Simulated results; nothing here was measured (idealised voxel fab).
The following process module bears the name voxel gate over fins.
The cross-section shown here is cut; it is 185 nm wide and divided into square cells measuring 5 nm on a side.
Reading order for cross-sections: top band down to bottom band. Underlying form: a grid of square cells. Band size: one or more rows of cells.
Basically the band line says how high the top is and how high the bottom is, in nm, and then what's in it from left to right, every material with its width in nm. Empty space shows up as "empty", and if a single material carries "all across" it runs the full band edge to edge.
Heads up on the height convention: 0 is the point under which the incoming wafer is all one material, and the lowest band has no bottom, it just keeps going down, like "0 nm and below".
A width such as "30 to 40" changes by the same amount from each row of cells to the next, from the band's top row to its bottom row.
A step reported as "nothing got changed" is a step in which no cell of the cross-section changed.
"Sealed internal cavities" - sealed voids, min. 8 cells, no opening to top; format: width x height at distance (distance from left edge; nm throughout).
Formally, on a step line, whatever follows the settings is a remark that the simulator itself makes on the step.
overlay nm: step with mask; distance mask lay right of planned place; negative value = left of planned place.

Steps planned for the process
step 1: RECEIVE [material Si]
step 2: CONFORMAL_DEP [material SiN] [thk nm 5]
step 3: DIRECTIONAL_DEP [material aC] [thk nm 10]
step 4: PATTERN [tone cover] [mask id FINS] [material resist] [width nm 15] [pitch nm 60] [thk nm 25] [overlay nm 0]
step 5: DIRECTIONAL_ETCH [etch materials aC] [depth nm 10]
step 6: STRIP [etch materials resist]
step 7: DIRECTIONAL_ETCH [etch materials SiN] [depth nm 5]
step 8: DIRECTIONAL_ETCH [etch materials Si] [depth nm 40]
step 9: STRIP [etch materials aC]
step 10: FILL_DEP [material SiO2] [thk nm 10]
step 11: CMP [height nm 5]
step 12: PATTERN [tone open] [mask id RAIL] [material resist] [width nm 15] [thk nm 20] [overlay nm 0]
step 13: DIRECTIONAL_ETCH [etch materials SiO2] [depth nm 40]
step 14: STRIP [etch materials resist]
step 15: CONFORMAL_DEP [material TiN] [thk nm 5]
step 16: FILL_DEP [material Ru] [thk nm 5]
step 17: CMP [height nm 5]
step 18: SELECTIVE_ETCH [etch materials W Ru TiN] [depth nm 30]
step 19: FILL_DEP [material SiO2] [thk nm 5]
step 20: CMP [height nm 5]
step 21: SELECTIVE_ETCH [etch materials SiO2] [depth nm 20]
step 22: STRIP [etch materials SiN]
step 23: CONFORMAL_DEP [material HfO2] [thk nm 5]
step 24: CONFORMAL_DEP [material TiN] [thk nm 5]
step 25: FILL_DEP [material W] [thk nm 15]
step 26: CMP [height nm 20]
step 27: CONFORMAL_DEP [material SiN] [thk nm 10]

Delivered wafer in cross-section: state after step 1
- 0 nm and below: Si all across
- Sealed internal cavities: none

Module complete - cross-section of the first of two wafers, run according to plan
- 30 nm to 20 nm: SiN all across
- 20 nm to 10 nm: W all across
- 10 nm to 5 nm: 45 W; 35 TiN; 25 W; 35 TiN; 45 W
- 5 nm to 0 nm: 45 W; 5 TiN; 25 HfO2; 5 TiN; 25 W; 5 TiN; 25 HfO2; 5 TiN; 45 W
- 0 nm to -5 nm: 45 W; 5 TiN; 5 HfO2; 15 Si; 5 HfO2; 5 TiN; 25 W; 5 TiN; 5 HfO2; 15 Si; 5 HfO2; 5 TiN; 45 W
- -5 nm to -10 nm: 50 TiN; 5 HfO2; 15 Si; 5 HfO2; 35 TiN; 5 HfO2; 15 Si; 5 HfO2; 50 TiN
- -10 nm to -15 nm: 55 HfO2; 15 Si; 45 HfO2; 15 Si; 55 HfO2
- -15 nm to -25 nm: 55 SiO2; 15 Si; 45 SiO2; 15 Si; 55 SiO2
- -25 nm to -30 nm: 55 SiO2; 15 Si; 15 SiO2; 5 TiN; 5 Ru; 5 TiN; 15 SiO2; 15 Si; 55 SiO2
- -30 nm to -35 nm: 55 SiO2; 15 Si; 15 SiO2; 15 TiN; 15 SiO2; 15 Si; 55 SiO2
- -35 nm to -40 nm: 55 SiO2; 15 Si; 45 SiO2; 15 Si; 55 SiO2
- -40 nm and below: Si all across
- Sealed internal cavities: none

Here is the second of the two wafers cut open at the end of the module - same start, same plan as the first one, but we made one mistake running it
- 30 nm to 20 nm: SiN all across
- 20 nm to 10 nm: W all across
- 10 nm to 5 nm: 45 W; 35 TiN; 25 W; 35 TiN; 45 W
- 5 nm to 0 nm: 45 W; 5 TiN; 25 HfO2; 5 TiN; 25 W; 5 TiN; 25 HfO2; 5 TiN; 45 W
- 0 nm to -15 nm: 45 W; 5 TiN; 5 HfO2; 15 Si; 5 HfO2; 5 TiN; 25 W; 5 TiN; 5 HfO2; 15 Si; 5 HfO2; 5 TiN; 45 W
- -15 nm to -20 nm: 50 TiN; 5 HfO2; 15 Si; 5 HfO2; 35 TiN; 5 HfO2; 15 Si; 5 HfO2; 50 TiN
- -20 nm to -25 nm: 55 HfO2; 15 Si; 45 HfO2; 15 Si; 55 HfO2
- -25 nm to -30 nm: 55 SiO2; 15 Si; 15 SiO2; 5 TiN; 5 Ru; 5 TiN; 15 SiO2; 15 Si; 55 SiO2
- -30 nm to -35 nm: 55 SiO2; 15 Si; 15 SiO2; 15 TiN; 15 SiO2; 15 Si; 55 SiO2
- -35 nm to -40 nm: 55 SiO2; 15 Si; 45 SiO2; 15 Si; 55 SiO2
- -40 nm and below: Si all across
- Sealed internal cavities: none
Diagnosis: step 21 ran with different settings than intended, the actual operation and settings being SELECTIVE_ETCH [etch materials SiO2] [depth nm 30]
Per the end-of-run cell counts, the second wafer holds more or fewer of some materials than the first: HfO2: 8 more, SiO2: 62 fewer, TiN: 8 more, W: 46 more
